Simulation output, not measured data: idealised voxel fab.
Documented hereafter: the process module known as voxel capacitor over wiring.
In the cross-section labelled cut, the width is 180 nm and each square cell is 5 nm.
How to read a cross-section here: the picture is a grid of square cells, written as bands going from the top down, and any band can span one or more rows of cells.
Basically the band line says how high the top is and how high the bottom is, in nm, and then what's in it from left to right, every material with its width in nm. Empty space shows up as "air", and if a single material carries "edge to edge" it runs the full band edge to edge.
Heights are reckoned from 0. Under this level, the received wafer is all of one material. The bottommost band is open-ended downward, for example "from 0 down".
Think of "30->40" as a width that walks from the first number to the second as you go down the band, top row to bottom row, taking equal-sized steps from row to row.
Key: "no change occurred" - step with no changed cell in the cross-section.
Basically, "Closed-off voids" tells you about the enclosed voids: empty spaces with no open way to the top, 8 cells or bigger, each written width x height at distance, where distance is from the left edge, all in nm.
That trailing text on a step's line, after the settings, is the simulator's own remark on the step.
"overlay nm" answers the question of how far to the right of plan the mask lay on a step that has a mask, and when it is negative the answer is to the left.
# Set out below are the planned steps of the process
1: op RECEIVE | material Si
2: op CONFORMAL_DEP | material SiO2 | thk nm 10
3: op CONFORMAL_DEP | material SiN | thk nm 5
4: op DIRECTIONAL_DEP | material lowk | thk nm 15
5: op DIRECTIONAL_DEP | material aC | thk nm 10
6: op PATTERN | tone open | mask id METAL_1 | material resist | width nm 20 | pitch nm 80 | thk nm 30 | overlay nm 0
7: op DIRECTIONAL_ETCH | etch materials aC | depth nm 10
8: op STRIP | etch materials resist
9: op DIRECTIONAL_ETCH | etch materials lowk | depth nm 15
10: op DIRECTIONAL_ETCH | etch materials SiN | depth nm 5
11: op STRIP | etch materials aC
12: op CONFORMAL_DEP | material TiN | thk nm 5
13: op FILL_DEP | material W | thk nm 10
14: op CMP | height nm 30
15: op EPI | material Ru | thk nm 5
16: op FILL_DEP | material SiCN | thk nm 5
17: op DIRECTIONAL_DEP | material lowk | thk nm 20
18: op MASKED_ETCH | tone open | mask id PLUG_1 | width nm 15 | etch materials lowk | depth nm 20 | overlay nm 0
19: op MASKED_ETCH | tone open | mask id PLUG_1 | width nm 15 | etch materials SiCN | depth nm 5 | overlay nm 0
20: op CONFORMAL_DEP | material TiN | thk nm 5
21: op FILL_DEP | material Cu | thk nm 10
22: op CMP | height nm 60
23: op DIRECTIONAL_DEP | material TiN | thk nm 10
24: op DIRECTIONAL_DEP | material Al2O3 | thk nm 5
25: op DIRECTIONAL_DEP | material TiN | thk nm 10
26: op DIRECTIONAL_DEP | material aC | thk nm 10
27: op PATTERN | tone cover | mask id UPPER_PLATE | material resist | width nm 55 | thk nm 30 | overlay nm 0
28: op DIRECTIONAL_ETCH | etch materials aC | depth nm 10
29: op STRIP | etch materials resist
30: op DIRECTIONAL_ETCH | etch materials TiN | depth nm 10
31: op DIRECTIONAL_ETCH | etch materials Al2O3 | depth nm 5
32: op STRIP | etch materials aC
33: op DIRECTIONAL_DEP | material aC | thk nm 15
34: op PATTERN | tone cover | mask id LOWER_PLATE | material resist | width nm 75 | thk nm 30 | overlay nm 0
35: op DIRECTIONAL_ETCH | etch materials aC | depth nm 15
36: op STRIP | etch materials resist
37: op DIRECTIONAL_ETCH | etch materials TiN | depth nm 10
38: op STRIP | etch materials aC
39: op FILL_DEP | material SiO2 | thk nm 15
40: op CMP | height nm 95
41: op MASKED_ETCH | tone open | mask id PLUG_2 | width nm 15 | etch materials SiO2 | depth nm 10 | overlay nm 0
42: op CONFORMAL_DEP | material TiN | thk nm 5
43: op FILL_DEP | material W | thk nm 10
44: op CMP | height nm 95
45: op CONFORMAL_DEP | material SiCN | thk nm 5
All wafers enter the flow in the same state. The width nm at step 27 differs from wafer to wafer, and the plan gives the value for the first wafer.
# Cross-section, first of several wafers, as delivered after step 1
from 0 down = Si edge to edge
Closed-off voids: none
# The following table contains a row per wafer, in which are reported, at the conclusion of the module, the cells of each material gained (+) or lost (-) since the wafer's receipt, with its closed voids given thereafter
width nm 55 | +11 Al2O3 | +4 Cu | +12 Ru | +93 SiCN | +28 SiN | +255 SiO2 | +88 TiN | +13 W | +216 lowk | Closed-off voids: none
width nm 60 | +12 Al2O3 | +4 Cu | +12 Ru | +93 SiCN | +28 SiN | +252 SiO2 | +90 TiN | +13 W | +216 lowk | Closed-off voids: none
width nm 65 | +13 Al2O3 | +4 Cu | +12 Ru | +93 SiCN | +28 SiN | +249 SiO2 | +92 TiN | +13 W | +216 lowk | Closed-off voids: none
width nm 70 | +14 Al2O3 | +4 Cu | +12 Ru | +93 SiCN | +28 SiN | +246 SiO2 | +94 TiN | +13 W | +216 lowk | Closed-off voids: none
width nm 75 | +15 Al2O3 | +4 Cu | +12 Ru | +93 SiCN | +28 SiN | +243 SiO2 | +96 TiN | +13 W | +216 lowk | Closed-off voids: none
width nm 80 | +16 Al2O3 | +4 Cu | +12 Ru | +93 SiCN | +28 SiN | +240 SiO2 | +98 TiN | +13 W | +216 lowk | Closed-off voids: none
